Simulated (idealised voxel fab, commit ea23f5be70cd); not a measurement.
process module | voxel self aligned vias
cross-section cut | 285 nm wide | cells 5 nm
A cross-section is a grid of square cells, given in bands from the top down. A band is one or more rows of cells.
Each band's line starts with the height of the band's top and of its bottom, in nm. Then come its materials from left to right, each with its width in nm. One material with "throughout" fills the band from edge to edge. "air" is empty space.
Height 0 is the level under which the wafer as received is all one material. The lowest band goes on downwards, as in "0 down".
A width such as "30 to 40" changes by the same amount from each row of cells to the next, from the band's top row to its bottom row.
"no change" after a step means that no cell of the cross-section changed.
closed voids: empty space of 8 cells or more with no open way to the top, each as width x height at its distance from the left edge, in nm
after a step's settings: what the simulator itself notes on the step
overlay nm, on a step with a mask: how far to the right of its planned place the mask lay; to the left if negative
plan
1 op RECEIVE | material Si
2 op CONFORMAL_DEP | material SiO2 | thk nm 10
3 op CONFORMAL_DEP | material SiCN | thk nm 5
4 op DIRECTIONAL_DEP | material SiO2 | thk nm 30
5 op DIRECTIONAL_DEP | material aC | thk nm 10
6 op PATTERN | tone open | mask id LINES | material resist | width nm 25 | pitch nm 60 | thk nm 25 | overlay nm 0
7 op DIRECTIONAL_ETCH | etch materials aC | depth nm 10
8 op STRIP | etch materials resist
9 op DIRECTIONAL_ETCH | etch materials SiO2 | depth nm 30
10 op STRIP | etch materials aC
11 op CONFORMAL_DEP | material TiN | thk nm 5
12 op FILL_DEP | material Ru | thk nm 10
13 op CMP | height nm 45
14 op SELECTIVE_ETCH | etch materials W Ru TiN | depth nm 10
15 op FILL_DEP | material SiN | thk nm 10
16 op CMP | height nm 45
17 op DIRECTIONAL_DEP | material SiO2 | thk nm 20
18 op DIRECTIONAL_DEP | material aC | thk nm 10
19 op PATTERN | tone open | mask id VIAS | material resist | width nm 45 | pitch nm 60 | thk nm 30 | overlay nm 0
20 op DIRECTIONAL_ETCH | etch materials aC | depth nm 10
21 op STRIP | etch materials resist
22 op DIRECTIONAL_ETCH | etch materials SiO2 | depth nm 20
23 op DIRECTIONAL_ETCH | etch materials SiN | depth nm 10
24 op STRIP | etch materials aC
25 op CONFORMAL_DEP | material TiN | thk nm 5
26 op FILL_DEP | material Cu | thk nm 5
27 op CMP | height nm 65
28 op CONFORMAL_DEP | material SiN | thk nm 5
as received, after step 1
  0 down: Si throughout
  closed voids: none
a wafer at the end: this start, this plan, one mistake
  70 to 65: SiN throughout
  65 to 50: SiO2 60 | TiN 5 | Cu 35 | TiN 5 | SiO2 15 | TiN 5 | Cu 35 | TiN 5 | SiO2 15 | TiN 5 | Cu 35 | TiN 5 | SiO2 60
  50 to 40: SiO2 60 to 70 | TiN 15 to 5 | Cu 20 | TiN 10 to 5 | SiO2 15 to 30 | TiN 15 to 5 | Cu 20 | TiN 10 to 5 | SiO2 15 to 30 | TiN 15 to 5 | Cu 20 | TiN 10 to 5 | SiO2 60 to 65
  40 to 35: SiO2 70 | TiN 30 | SiO2 30 | TiN 30 | SiO2 30 | TiN 30 | SiO2 65
  35 to 20: SiO2 70 | TiN 5 | Ru 20 | TiN 5 | SiO2 30 | TiN 5 | Ru 20 | TiN 5 | SiO2 30 | TiN 5 | Ru 20 | TiN 5 | SiO2 65
  20 to 15: SiO2 70 | TiN 30 | SiO2 30 | TiN 30 | SiO2 30 | TiN 30 | SiO2 65
  15 to 10: SiCN throughout
  10 to 0: SiO2 throughout
  0 down: Si throughout
  closed voids: none
what went wrong: step 6 ran as: op PATTERN | tone open | mask id LINES | material resist | width nm 30 | pitch nm 60 | thk nm 25 | overlay nm 0
